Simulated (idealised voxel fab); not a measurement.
You're looking at the process module voxel plated lines.
The width of the displayed cross-section, cut, is 185 nm; its cells are square, with a size of 5 nm.
Format of a cross-section: grid, square cells. Given as bands. Order: top down. Band: one or more rows of cells.
First you get the band's top height and its bottom height, in nm, and then the materials it's made of, left to right, with each width in nm. If you see a single material with "full width", that one covers the band edge to edge. "empty" is empty space.
Heights from 0 (as-received wafer is one material below). Bottom band endless downward, as "0 nm and below".
When a width is written as two numbers, as in "30->40", the first number is the width in the top row of cells of the band and the second is the width in its bottom row, and the width changes by the same amount from each row to the next.
For the purposes of this document, the phrase "left unchanged" attached to a step denotes that no cell within the cross-section was modified by that step.
Voids not open to the top, 8 cells minimum: see "Unvented voids". Written width x height at distance; distance is from the left edge; nm.
If you see something after the settings on a step's line, that's the simulator's own remark about that step.
"overlay nm" answers the question of how far to the right of plan the mask lay on a step that has a mask, and when it is negative the answer is to the left.
# Process steps foreseen in the plan
1: RECEIVE | material Si
2: CONFORMAL_DEP | material Al2O3 | thk nm 5
3: DIRECTIONAL_DEP | material TiN | thk nm 5
4: PATTERN | tone open | mask id LINES | material resist | width nm 20 | pitch nm 40 | thk nm 20 | overlay nm 0
5: EPI | material Ru | thk nm 10
6: STRIP | etch materials resist
7: DIRECTIONAL_ETCH | etch materials TiN | depth nm 5
8: CONFORMAL_DEP | material SiN | thk nm 5
# First of two wafers: run as planned
# Received-state cross-section, reflecting completion of step 1
* 0 nm and below  Si full width
* Unvented voids: none
# Cross-section through the wafer, step 2 finished
* 5 nm to 0 nm  Al2O3 full width
* Whatever lies below 0 is exactly as it was before.
# Cross-section through the wafer, step 3 finished
* 10 nm to 5 nm  TiN full width
* Whatever lies below 5 is exactly as it was before.
# Cross-section through the wafer, step 4 finished
* 30 nm to 10 nm  resist: 60, then empty: 20, then resist: 20, then empty: 20, then resist: 65
* Whatever lies below 10 is exactly as it was before.
# Cross-section through the wafer, step 5 finished
* 30 nm to 20 nm  resist: 60, then empty: 20, then resist: 20, then empty: 20, then resist: 65
* 20 nm to 10 nm  resist: 60, then Ru: 20, then resist: 20, then Ru: 20, then resist: 65
* Whatever lies below 10 is exactly as it was before.
# Cross-section through the wafer, step 6 finished
* 20 nm to 10 nm  empty: 60, then Ru: 20, then empty: 20, then Ru: 20, then empty: 65
* Whatever lies below 10 is exactly as it was before.
# Cross-section through the wafer, step 7 finished
* 20 nm to 10 nm  empty: 60, then Ru: 20, then empty: 20, then Ru: 20, then empty: 65
* 10 nm to 5 nm  empty: 60, then TiN: 20, then empty: 20, then TiN: 20, then empty: 65
* Whatever lies below 5 is exactly as it was before.
# Cross-section through the wafer, step 8 finished
* 25 nm to 20 nm  empty: 55, then SiN: 30, then empty: 10, then SiN: 30, then empty: 60
* 20 nm to 10 nm  empty: 55, then SiN: 5, then Ru: 20, then SiN: 5, then empty: 10, then SiN: 5, then Ru: 20, then SiN: 5, then empty: 60
* 10 nm to 5 nm  SiN: 60, then TiN: 20, then SiN: 20, then TiN: 20, then SiN: 65
* Whatever lies below 5 is exactly as it was before.
# Wafer two. Identical start, identical plan. One mistake in execution. Identical history through step 7
Second wafer, section view, time point: scheduled end of step 8: left unchanged
Deviation noted in wafer processing: plan step 8 was not performed, having been skipped
Bottom line after processing is that, in cells, the second wafer is up or down on some materials versus the first: SiN -49
